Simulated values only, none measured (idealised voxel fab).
process module | voxel gate over fins
cross-section cut | 260 nm wide | cells 5 nm
A cross-section is a grid of square cells, given in bands from the top down. A band is one or more rows of cells.
Each band's line starts with the height of the band's top and of its bottom, in nm. Then come its materials from left to right, each with its width in nm. One material with "throughout" fills the band from edge to edge. "air" is empty space.
Height 0 is the level under which the wafer as received is all one material. The lowest band goes on downwards, as in "0 down".
A width such as "30 to 40" changes by the same amount from each row of cells to the next, from the band's top row to its bottom row.
"no change" after a step means that no cell of the cross-section changed.
closed voids: empty space of 8 cells or more with no open way to the top, each as width x height at its distance from the left edge, in nm
after a step's settings: what the simulator itself notes on the step
overlay nm, on a step with a mask: how far to the right of its planned place the mask lay; to the left if negative
plan
1 op RECEIVE | material Si
2 op CONFORMAL_DEP | material SiN | thk nm 10
3 op DIRECTIONAL_DEP | material aC | thk nm 5
4 op PATTERN | tone cover | mask id FINS | material resist | width nm 15 | pitch nm 40 | thk nm 30 | overlay nm 0
5 op DIRECTIONAL_ETCH | etch materials aC | depth nm 10
6 op STRIP | etch materials resist
7 op DIRECTIONAL_ETCH | etch materials SiN | depth nm 10
8 op DIRECTIONAL_ETCH | etch materials Si | depth nm 30
9 op STRIP | etch materials aC
10 op FILL_DEP | material SiO2 | thk nm 5
11 op CMP | height nm 10
12 op SELECTIVE_ETCH | etch materials SiO2 | depth nm 25
13 op STRIP | etch materials SiN
14 op CONFORMAL_DEP | material HfO2 | thk nm 5
15 op CONFORMAL_DEP | material TiN | thk nm 5
16 op CONFORMAL_DEP | material TiAl | thk nm 5
17 op CONFORMAL_DEP | material TiN | thk nm 5
18 op FILL_DEP | material W | thk nm 10
19 op CMP | height nm 25
20 op CONFORMAL_DEP | material SiCN | thk nm 10
varied across the wafers: thk nm of step 3. The plan shows the first wafer's value. All wafers start alike
first wafer as received, after step 1
  0 down: Si throughout
  closed voids: none
first wafer at the end, after step 20
  35 to 25: SiCN throughout
  25 to 20: W throughout
  20 to 15: W 80 | TiN 95 | W 85
  15 to 10: W 80 | TiN 5 | TiAl 85 | TiN 5 | W 85
  10 to 5: W 80 | TiN 5 | TiAl 5 | TiN 35 | TiAl 5 | TiN 35 | TiAl 5 | TiN 5 | W 85
  5 to 0: TiN 85 | TiAl 5 | TiN 5 | HfO2 25 | TiN 5 | TiAl 5 | TiN 5 | HfO2 25 | TiN 5 | TiAl 5 | TiN 90
  0 to -5: TiAl 90 | TiN 5 | HfO2 5 | Si 15 | HfO2 5 | TiN 5 | TiAl 5 | TiN 5 | HfO2 5 | Si 15 | HfO2 5 | TiN 5 | TiAl 95
  -5 to -10: TiN 95 | HfO2 5 | Si 15 | HfO2 5 | TiN 15 | HfO2 5 | Si 15 | HfO2 5 | TiN 100
  -10 to -15: HfO2 100 | Si 15 | HfO2 25 | Si 15 | HfO2 105
  -15 to -30: SiO2 100 | Si 15 | SiO2 25 | Si 15 | SiO2 105
  -30 down: Si throughout
  closed voids: none
last wafer at the end
  35 to 25: SiCN throughout
  25 to 20: W throughout
  20 to 15: TiN throughout
  15 to 10: TiAl throughout
  10 to 5: TiN throughout
  5 to 0: HfO2 throughout
  0 down: Si throughout
  closed voids: none
each wafer at the end: cells of each material gained (+) or lost (-) since it was received, then its closed voids
thk nm 5 | +64 HfO2 | -276 Si | +104 SiCN | +138 SiO2 | +61 TiAl | +122 TiN | +151 W | closed voids: none
thk nm 10 | +64 HfO2 | -276 Si | +104 SiCN | +138 SiO2 | +61 TiAl | +122 TiN | +151 W | closed voids: none
thk nm 15 | +52 HfO2 | +104 SiCN | +52 TiAl | +104 TiN | +52 W | closed voids: none
thk nm 20 | +52 HfO2 | +104 SiCN | +52 TiAl | +104 TiN | +52 W | closed voids: none
thk nm 25 | +52 HfO2 | +104 SiCN | +52 TiAl | +104 TiN | +52 W | closed voids: none
